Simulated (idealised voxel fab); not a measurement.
This section sets out a process module, namely voxel tone inversion.
The width of the displayed cross-section, cut, is 175 nm; its cells are square, with a size of 5 nm.
When this document writes out a cross-section, it uses a grid of square cells and lists it as bands, beginning at the top and moving down, with a band standing for one or more rows of cells. Look at the band entry: it leads with the top's height and the bottom's height in nm. Then it lists the materials left to right, with a width in nm for each. The word "all across" on a single material says that material fills the band edge to edge. The word "empty" is empty space. Beneath 0, the wafer as received is one material, and that level is where height counting begins. The lowest band goes on downward without a bottom; it is written like "0..down". Per-row width for "30->40": begins at first number (top row of band), ends at second number (bottom row), increment between rows held constant. The cross-section has no changed cell in any step marked "nothing got changed". "Catalogued sealed voids" lists enclosed empty spaces (at least 8 cells, no open path upward to the top), each as width x height at distance from the left edge, in nm. Formally, on a step line, whatever follows the settings is a remark that the simulator itself makes on the step. The setting "overlay nm" may be written on the line of a step. When the step uses a mask, the value reports how far to the right of the planned place the mask lay, and a negative value reports that it lay to the left.
This section lists the process steps that were planned
| 1 | RECEIVE | material Si |
| 2 | CONFORMAL_DEP | material SiCN | thk nm 10 |
| 3 | DIRECTIONAL_DEP | material polySi | thk nm 25 |
| 4 | PATTERN | tone cover | mask id POSTS | material resist | width nm 25 | pitch nm 45 | thk nm 30 | overlay nm 0 |
| 5 | DIRECTIONAL_ETCH | etch materials polySi | depth nm 25 |
| 6 | STRIP | etch materials resist |
| 7 | FILL_DEP | material lowk | thk nm 5 |
| 8 | CMP | height nm 35 |
| 9 | STRIP | etch materials polySi |
Here's what the wafer looked like in cross-section when it arrived - that's after step 1
> 0..down = Si all across
> Catalogued sealed voids: none
One mistake in running the module, otherwise start and plan as above: cross-section at the end
> 35..30 = lowk all across
> 30..5 = 30 lowk | 25 polySi | 20 lowk | 25 polySi | 20 lowk | 25 polySi | 30 lowk
> 5..0 = SiCN all across
> 0..down = Si all across
> Catalogued sealed voids: none
It is concluded that the wafer was processed incorrectly with respect to the plan, in that step 2 ran as: CONFORMAL_DEP | material SiCN | thk nm 5
